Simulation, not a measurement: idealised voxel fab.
The following is a process module called voxel ribs on slabs.
Cross-section cut: width 285 nm, square cells of 5 nm.
A cross-section is written here as square cells arranged in a grid, and it is given in bands from the top down, each band taking up one or more rows of cells. Per band: top height and bottom height in nm, followed by the left-to-right materials and their widths in nm; "all across" marks a single material spanning edge to edge, "blank" marks empty space. Below 0: as-received wafer, all one material; heights counted from there. Lowest band: no bottom, goes on down, written "0 nm and below". You'd read "30->40" like this: the band's top row of cells is as wide as the first number, its bottom row is as wide as the second, and going down, every row changes width by the same amount as the row before did. For the purposes of this document, the phrase "remained the same" attached to a step denotes that no cell within the cross-section was modified by that step. In "Catalogued sealed voids" the enclosed voids are listed, meaning empty spaces of 8 cells or larger without any opening to the top. The form is width x height at distance, distance from the left edge, units nm. Step line, after settings: the simulator's comment on this step. Regarding "overlay nm": on a step with a mask, it is the distance the mask lay to the right of its planned place; a negative value places it to the left.
# Here's what the planned process steps look like
step 1: RECEIVE (material Si)
step 2: DIRECTIONAL_DEP (material SiO2; thk nm 20)
step 3: DIRECTIONAL_DEP (material polySi; thk nm 15)
step 4: MASKED_ETCH (tone cover; mask id RIB; width nm 20; etch materials polySi; depth nm 5; overlay nm 0)
step 5: DIRECTIONAL_DEP (material aC; thk nm 10)
step 6: PATTERN (tone cover; mask id SLAB; material resist; width nm 50; thk nm 25; overlay nm 0)
step 7: DIRECTIONAL_ETCH (etch materials aC; depth nm 10)
step 8: STRIP (etch materials resist)
step 9: DIRECTIONAL_ETCH (etch materials polySi; depth nm 10)
step 10: STRIP (etch materials aC)
step 11: FILL_DEP (material SiO2; thk nm 20)
step 12: CMP (height nm 45)
step 13: DIRECTIONAL_DEP (material TiN; thk nm 5)
step 14: PATTERN (tone cover; mask id HEATER; material resist; width nm 30; thk nm 20; overlay nm 0)
step 15: DIRECTIONAL_ETCH (etch materials TiN; depth nm 5)
step 16: STRIP (etch materials resist)
step 17: CONFORMAL_DEP (material SiO2; thk nm 10)
# Delivered wafer in cross-section: state after step 1
* 0 nm and below: Si all across
* Catalogued sealed voids: none
# Here's the wafer cut in cross-section after the module, started and planned just like above, except one thing was done wrong in the run
* 60 nm to 55 nm: 115 blank, then 50 SiO2, then 120 blank
* 55 nm to 50 nm: SiO2 all across
* 50 nm to 45 nm: 125 SiO2, then 30 TiN, then 130 SiO2
* 45 nm to 20 nm: polySi all across
* 20 nm to 0 nm: SiO2 all across
* 0 nm and below: Si all across
* Catalogued sealed voids: none
Here's what went sideways: not per plan at step 11, really ran FILL_DEP (material polySi; thk nm 20)
